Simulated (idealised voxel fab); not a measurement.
Documented hereafter: the process module known as voxel air gaps.
Cross-sectional view cut (width: 300 nm; square cell size: 5 nm).
Heads up, the way a cross-section reads in here is a grid of square cells, handed over as bands from the top down, with every band being one or more rows of cells.
Per band: top height and bottom height in nm, followed by the left-to-right materials and their widths in nm; "full width" marks a single material spanning edge to edge, "air" marks empty space.
Basically, 0 is our baseline, since under it the wafer straight out of the box is all one material. The bottom band has no lower end and keeps on going down, so it looks like "0 and below".
A width such as "30->40" changes by the same amount from each row of cells to the next, from the band's top row to its bottom row.
Any step labelled "remains unaltered" changed none of the cells in the cross-section.
Entry "Voids, enclosed". Content: empty spaces with no open connection to the top, size 8 cells or greater. Each: width x height at distance. Distance: from left edge. Unit: nm.
Where a step's line continues beyond its settings, the continuation is a remark by the simulator itself on that step.
"overlay nm", when on a step's line for a step with a mask, measures how far to the right of its planned place the mask lay; a negative measure means to the left.
Here's what the planned process steps look like:
1 op RECEIVE | material Si
2 op CONFORMAL_DEP | material SiO2 | thk nm 10
3 op CONFORMAL_DEP | material SiCN | thk nm 5
4 op DIRECTIONAL_DEP | material SiO2 | thk nm 30
5 op MASKED_ETCH | tone open | mask id LINES | width nm 25 | pitch nm 50 | etch materials SiO2 | depth nm 40 | overlay nm 0
6 op CONFORMAL_DEP | material TiN | thk nm 5
7 op FILL_DEP | material Ru | thk nm 10
8 op CMP | height nm 55
9 op EPI | material Ru | thk nm 10
10 op SELECTIVE_ETCH | etch materials SiO2 | depth nm 50
11 op CONFORMAL_DEP | material SiCN | thk nm 5
Across this set of wafers, the varied parameter is the thk nm of step 4. Starting conditions are identical for every wafer, and the plan reports the value assigned to the first wafer.
The first of several wafers in cross-section, exactly as it reached us after step 1:
0 and below = Si full width
Voids, enclosed: none
Depicted here is the first of several wafers in cross-section, at module completion following the last step, step 11:
70 down to 65 = SiCN full width
65 down to 50 = Ru full width
50 down to 45 = TiN 90, Ru 15, TiN 35, Ru 15, TiN 35, Ru 15, TiN 95
45 down to 20 = SiO2 85, TiN 5, Ru 15, TiN 5, SiO2 25, TiN 5, Ru 15, TiN 5, SiO2 25, TiN 5, Ru 15, TiN 5, SiO2 90
20 down to 15 = SiO2 85, TiN 25, SiO2 25, TiN 25, SiO2 25, TiN 25, SiO2 90
15 down to 10 = SiCN full width
10 down to 0 = SiO2 full width
0 and below = Si full width
Voids, enclosed: none
Final wafer of several, shown in cross-section at the end of the module:
70 down to 65 = air 70, SiCN 155, air 75
65 down to 55 = air 70, SiCN 5, Ru 45, SiCN 5, Ru 45, SiCN 5, Ru 45, SiCN 5, air 75
55 down to 50 = air 70, SiCN 15, TiN 5, Ru 15, TiN 5, SiCN 25, TiN 5, Ru 15, TiN 5, SiCN 25, TiN 5, Ru 15, TiN 5, SiCN 15, air 75
50 down to 20 = air 80, SiCN 5, TiN 5, Ru 15, TiN 5, SiCN 5, air 15, SiCN 5, TiN 5, Ru 15, TiN 5, SiCN 5, air 15, SiCN 5, TiN 5, Ru 15, TiN 5, SiCN 5, air 85
20 down to 15 = SiCN 85, TiN 25, SiCN 25, TiN 25, SiCN 25, TiN 25, SiCN 90
15 down to 10 = SiCN full width
10 down to 0 = SiO2 full width
0 and below = Si full width
Voids, enclosed: 15 x 30 at 115; 15 x 30 at 165
Table: wafers, a row each; end-of-module cell change per material since receipt, gain (+), loss (-); then closed voids:
thk nm 30 | +234 Ru | +120 SiCN | +390 SiO2 | +96 TiN | Voids, enclosed: none
thk nm 35 | +183 Ru | +120 SiCN | +435 SiO2 | +102 TiN | Voids, enclosed: none
thk nm 40 | +117 Ru | +196 SiCN | +120 SiO2 | +57 TiN | Voids, enclosed: 15 x 30 at 115; 15 x 30 at 165
